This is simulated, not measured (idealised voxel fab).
Process module under the name voxel ribs on slabs
Cross-section cut: width 145 nm, square cells of 5 nm.
Bands, listed from the top down, are how a cross-section gets written in this document; the cross-section itself is a grid of square cells, and a band is one or more rows of them. Heads up on the band format: heights come first, top then bottom, in nm. After that it's the materials left to right, each with its width in nm. A single material flagged "throughout" fills the whole band edge to edge, and "blank" means there's empty space there. The reference from which all heights are counted is 0, the level beneath which the as-received wafer is entirely one material; the lowest band, having no lower bound, proceeds downward and is written after the example "z 0 and below". Top row gets the first number, bottom row gets the second, and each row in between changes by the same step: that is how a band width like "30->40" works. "no modification" means the step left every cell of the cross-section as it was. "Catalogued sealed voids": sealed empty spaces, 8 cells or more, no open way to top, listed width x height at distance, with distance from the left edge and width, height and distance in nm. On a step's line, text after the settings is the simulator commenting on that step. overlay nm: where the mask lay relative to plan, measured to the right, on steps with a mask; negatives go left.
Below is the list of planned process steps
1 RECEIVE [material Si]
2 DIRECTIONAL_DEP [material SiO2] [thk nm 30]
3 DIRECTIONAL_DEP [material polySi] [thk nm 25]
4 PATTERN [tone cover] [mask id RIB] [material resist] [width nm 30] [thk nm 15] [overlay nm 0]
5 DIRECTIONAL_ETCH [etch materials polySi] [depth nm 20]
6 STRIP [etch materials resist]
7 DIRECTIONAL_DEP [material aC] [thk nm 10]
8 PATTERN [tone cover] [mask id SLAB] [material resist] [width nm 80] [thk nm 30] [overlay nm 0]
9 DIRECTIONAL_ETCH [etch materials aC] [depth nm 10]
10 STRIP [etch materials resist]
11 DIRECTIONAL_ETCH [etch materials polySi] [depth nm 5]
12 STRIP [etch materials aC]
13 FILL_DEP [material SiO2] [thk nm 25]
14 CMP [height nm 70]
15 DIRECTIONAL_DEP [material W] [thk nm 5]
16 MASKED_ETCH [tone cover] [mask id HEATER] [width nm 40] [etch materials W] [depth nm 5] [overlay nm 0]
17 CONFORMAL_DEP [material SiN] [thk nm 5]
The first of two wafers, run as planned
Shown in cross-section is the wafer as received, that is, as it stands after step 1
> z 0 and below  Si throughout
> Catalogued sealed voids: none
Wafer after step 2 (cross-section)
> z 30 to 0  SiO2 throughout
> Below 0 it's all the same as before, nothing changed down there.
Wafer after step 3 (cross-section)
> z 55 to 30  polySi throughout
> Below 30 it's all the same as before, nothing changed down there.
Wafer after step 4 (cross-section)
> z 70 to 55  blank=55, then resist=30, then blank=60
> Below 55 it's all the same as before, nothing changed down there.
Wafer after step 5 (cross-section)
> z 70 to 55  blank=55, then resist=30, then blank=60
> z 55 to 35  blank=55, then polySi=30, then blank=60
> Below 35 it's all the same as before, nothing changed down there.
Wafer after step 6 (cross-section)
> z 55 to 35  blank=55, then polySi=30, then blank=60
> Below 35 it's all the same as before, nothing changed down there.
Wafer after step 7 (cross-section)
> z 65 to 55  blank=55, then aC=30, then blank=60
> z 55 to 45  blank=55, then polySi=30, then blank=60
> z 45 to 35  aC=55, then polySi=30, then aC=60
> Below 35 it's all the same as before, nothing changed down there.
Wafer after step 8 (cross-section)
> z 95 to 65  blank=30, then resist=80, then blank=35
> z 65 to 55  blank=30, then resist=25, then aC=30, then resist=25, then blank=35
> z 55 to 45  blank=30, then resist=25, then polySi=30, then resist=25, then blank=35
> Below 45 it's all the same as before, nothing changed down there.
Wafer after step 9 (cross-section)
> z 85 to 65  blank=30, then resist=80, then blank=35
> z 65 to 55  blank=30, then resist=25, then aC=30, then resist=25, then blank=35
> z 55 to 45  blank=30, then resist=25, then polySi=30, then resist=25, then blank=35
> z 45 to 35  blank=30, then aC=25, then polySi=30, then aC=25, then blank=35
> Below 35 it's all the same as before, nothing changed down there.
Wafer after step 10 (cross-section)
> z 65 to 55  blank=55, then aC=30, then blank=60
> z 55 to 45  blank=55, then polySi=30, then blank=60
> Below 45 it's all the same as before, nothing changed down there.
Wafer after step 11 (cross-section)
> z 65 to 55  blank=55, then aC=30, then blank=60
> z 55 to 45  blank=55, then polySi=30, then blank=60
> z 45 to 35  blank=30, then aC=25, then polySi=30, then aC=25, then blank=35
> z 35 to 30  blank=30, then polySi=80, then blank=35
> Below 30 it's all the same as before, nothing changed down there.
Wafer after step 12 (cross-section)
> z 55 to 35  blank=55, then polySi=30, then blank=60
> Below 35 it's all the same as before, nothing changed down there.
Wafer after step 13 (cross-section)
> z 80 to 55  SiO2 throughout
> z 55 to 35  SiO2=55, then polySi=30, then SiO2=60
> z 35 to 30  SiO2=30, then polySi=80, then SiO2=35
> Below 30 it's all the same as before, nothing changed down there.
Wafer after step 14 (cross-section)
> z 70 to 55  SiO2 throughout
> Below 55 it's all the same as before, nothing changed down there.
Wafer after step 15 (cross-section)
> z 75 to 70  W throughout
> Below 70 it's all the same as before, nothing changed down there.
Wafer after step 16 (cross-section)
> z 75 to 70  blank=50, then W=40, then blank=55
> Below 70 it's all the same as before, nothing changed down there.
Wafer after step 17 (cross-section)
> z 80 to 75  blank=45, then SiN=50, then blank=50
> z 75 to 70  SiN=50, then W=40, then SiN=55
> Below 70 it's all the same as before, nothing changed down there.
second wafer: like start, like plan, one mistake. Through step 3 it matches the first wafer
Second wafer, cut view, end of step 4 per plan
> z 70 to 55  resist=55, then blank=30, then resist=60
> Below 55 it's all the same as before, nothing changed down there.
Second wafer, cut view, end of step 5 per plan
> z 70 to 55  resist=55, then blank=30, then resist=60
> z 55 to 35  polySi=55, then blank=30, then polySi=60
> Below 35 it's all the same as before, nothing changed down there.
Second wafer, cut view, end of step 6 per plan
> z 55 to 35  polySi=55, then blank=30, then polySi=60
> Below 35 it's all the same as before, nothing changed down there.
Second wafer, cut view, end of step 7 per plan
> z 65 to 55  aC=55, then blank=30, then aC=60
> z 55 to 45  polySi=55, then blank=30, then polySi=60
> z 45 to 35  polySi=55, then aC=30, then polySi=60
> Below 35 it's all the same as before, nothing changed down there.
Second wafer, cut view, end of step 8 per plan
> z 95 to 65  blank=30, then resist=80, then blank=35
> z 65 to 55  aC=55, then resist=30, then aC=60
> z 55 to 45  polySi=55, then resist=30, then polySi=60
> Below 45 it's all the same as before, nothing changed down there.
Second wafer, cut view, end of step 9 per plan
> z 85 to 65  blank=30, then resist=80, then blank=35
> z 65 to 55  blank=30, then aC=25, then resist=30, then aC=25, then blank=35
> Below 55 it's all the same as before, nothing changed down there.
Second wafer, cut view, end of step 10 per plan
> z 65 to 55  blank=30, then aC=25, then blank=30, then aC=25, then blank=35
> z 55 to 45  polySi=55, then blank=30, then polySi=60
> Below 45 it's all the same as before, nothing changed down there.
Second wafer, cut view, end of step 11 per plan
> z 65 to 55  blank=30, then aC=25, then blank=30, then aC=25, then blank=35
> z 55 to 50  blank=30, then polySi=25, then blank=30, then polySi=25, then blank=35
> Below 50 it's all the same as before, nothing changed down there.
Second wafer, cut view, end of step 12 per plan
> z 55 to 50  blank=30, then polySi=25, then blank=30, then polySi=25, then blank=35
> z 50 to 35  polySi=55, then blank=30, then polySi=60
> Below 35 it's all the same as before, nothing changed down there.
Second wafer, cut view, end of step 13 per plan
> z 80 to 55  SiO2 throughout
> z 55 to 50  SiO2=30, then polySi=25, then SiO2=30, then polySi=25, then SiO2=35
> z 50 to 35  polySi=55, then SiO2=30, then polySi=60
> Below 35 it's all the same as before, nothing changed down there.
Second wafer, cut view, end of step 14 per plan
> z 70 to 55  SiO2 throughout
> Below 55 it's all the same as before, nothing changed down there.
Second wafer, cut view, end of step 15 per plan
> z 75 to 70  W throughout
> Below 70 it's all the same as before, nothing changed down there.
Second wafer, cut view, end of step 16 per plan
> z 75 to 70  blank=50, then W=40, then blank=55
> Below 70 it's all the same as before, nothing changed down there.
Second wafer, cut view, end of step 17 per plan
> z 80 to 75  blank=45, then SiN=50, then blank=50
> z 75 to 70  SiN=50, then W=40, then SiN=55
> Below 70 it's all the same as before, nothing changed down there.
Deviation noted in wafer processing: step 4 off recipe, ran as PATTERN [tone open] [mask id RIB] [material resist] [width nm 30] [thk nm 15] [overlay nm 0]
The closing comparison, in cells, has the second wafer with more or fewer of some materials than the first: SiO2: 68 fewer, polySi: 68 more
